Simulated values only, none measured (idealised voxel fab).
The process module presented herein is designated voxel self aligned contacts.
Cross-section cut: width 255 nm, square cells of 5 nm.
A cross-section is written here as square cells arranged in a grid, and it is given in bands from the top down, each band taking up one or more rows of cells.
For a band, the entry starts with two heights in nm, that of the top and then that of the bottom, and carries on with the band's materials in order from left to right, each alongside its width in nm; the word "edge to edge" beside a single material means it fills the band edge to edge, and "empty" means empty space.
Heights from 0 (as-received wafer is one material below). Bottom band endless downward, as "0..down".
The two numbers in a width such as "30 to 40" mark its ends across the band: the first belongs to the top row of cells, the second to the bottom row, and from each row to the next the width moves by the same amount.
You'll sometimes find "no modification" written for a step, and that's the way of saying that nowhere in the cross-section did a cell change during that step.
Listed in "Sealed void listing": every empty space of 8 or more cells without an open way to the top. Form: width x height at distance, the distance being from the left edge, all in nm.
Formally, on a step line, whatever follows the settings is a remark that the simulator itself makes on the step.
Steps that use a mask can have "overlay nm" on their line. It says how far the mask sat to the right of where it was meant to be. Negative means to the left.
**The process steps that were planned are listed below**
1: RECEIVE with material Si
2: OXIDIZE with depth nm 5
3: DIRECTIONAL_DEP with material polySi, thk nm 20
4: DIRECTIONAL_DEP with material SiN, thk nm 20
5: DIRECTIONAL_DEP with material aC, thk nm 10
6: PATTERN with tone cover, mask id GATE, material resist, width nm 35, pitch nm 60, thk nm 30, overlay nm 0
7: DIRECTIONAL_ETCH with etch materials aC, depth nm 10
8: STRIP with etch materials resist
9: DIRECTIONAL_ETCH with etch materials SiN, depth nm 20
10: DIRECTIONAL_ETCH with etch materials polySi, depth nm 20
11: STRIP with etch materials aC
12: CONFORMAL_DEP with material SiN, thk nm 5
13: DIRECTIONAL_ETCH with etch materials SiN, depth nm 5
14: FILL_DEP with material SiO2, thk nm 15
15: CMP with height nm 45
16: DIRECTIONAL_DEP with material aC, thk nm 10
17: PATTERN with tone open, mask id CONTACT, material resist, width nm 35, pitch nm 60, thk nm 25, overlay nm 0
18: DIRECTIONAL_ETCH with etch materials aC, depth nm 10
19: STRIP with etch materials resist
20: DIRECTIONAL_ETCH with etch materials SiO2, depth nm 50
21: STRIP with etch materials aC
22: CONFORMAL_DEP with material TiN, thk nm 5
23: FILL_DEP with material W, thk nm 10
24: CMP with height nm 45
25: CONFORMAL_DEP with material SiCN, thk nm 5
**Wafer cross-section on receipt, i.e. after step 1**
* 0..down = Si edge to edge
* Sealed void listing: none
**Cross-section: first of two wafers, module finished, run according to plan**
* 50..45 = SiCN edge to edge
* 45..40 = 80 SiO2 | 15 TiN | 5 W | 15 TiN | 25 SiO2 | 15 TiN | 5 W | 15 TiN | 80 SiO2
* 40..20 = 45 SiO2 | 45 SiN | 5 TiN | 5 W | 5 TiN | 45 SiN | 5 TiN | 5 W | 5 TiN | 45 SiN | 45 SiO2
* 20..0 = 45 SiO2 | 5 SiN | 35 polySi | 5 SiN | 5 TiN | 5 W | 5 TiN | 5 SiN | 35 polySi | 5 SiN | 5 TiN | 5 W | 5 TiN | 5 SiN | 35 polySi | 5 SiN | 45 SiO2
* 0..-5 = 90 SiO2 | 15 TiN | 45 SiO2 | 15 TiN | 90 SiO2
* -5..down = Si edge to edge
* Sealed void listing: none
**Now the second wafer, cross-sectioned at the end of the module. Nothing different at the start, nothing different in the plan compared with the first, just one mistake when it was actually run**
* 65..60 = SiCN edge to edge
* 60..50 = W edge to edge
* 50..45 = 85 TiN | 25 W | 35 TiN | 25 W | 85 TiN
* 45..40 = 80 SiO2 | 15 TiN | 5 W | 15 TiN | 25 SiO2 | 15 TiN | 5 W | 15 TiN | 80 SiO2
* 40..20 = 45 SiO2 | 45 SiN | 5 TiN | 5 W | 5 TiN | 45 SiN | 5 TiN | 5 W | 5 TiN | 45 SiN | 45 SiO2
* 20..0 = 45 SiO2 | 5 SiN | 35 polySi | 5 SiN | 5 TiN | 5 W | 5 TiN | 5 SiN | 35 polySi | 5 SiN | 5 TiN | 5 W | 5 TiN | 5 SiN | 35 polySi | 5 SiN | 45 SiO2
* 0..-5 = 90 SiO2 | 15 TiN | 45 SiO2 | 15 TiN | 90 SiO2
* -5..down = Si edge to edge
* Sealed void listing: none
What was the processing mistake? step 24 of the plan was omitted and not executed
Wrapping up, a cell-based count of both wafers puts the second over or under the first for these materials: +41 TiN | +112 W
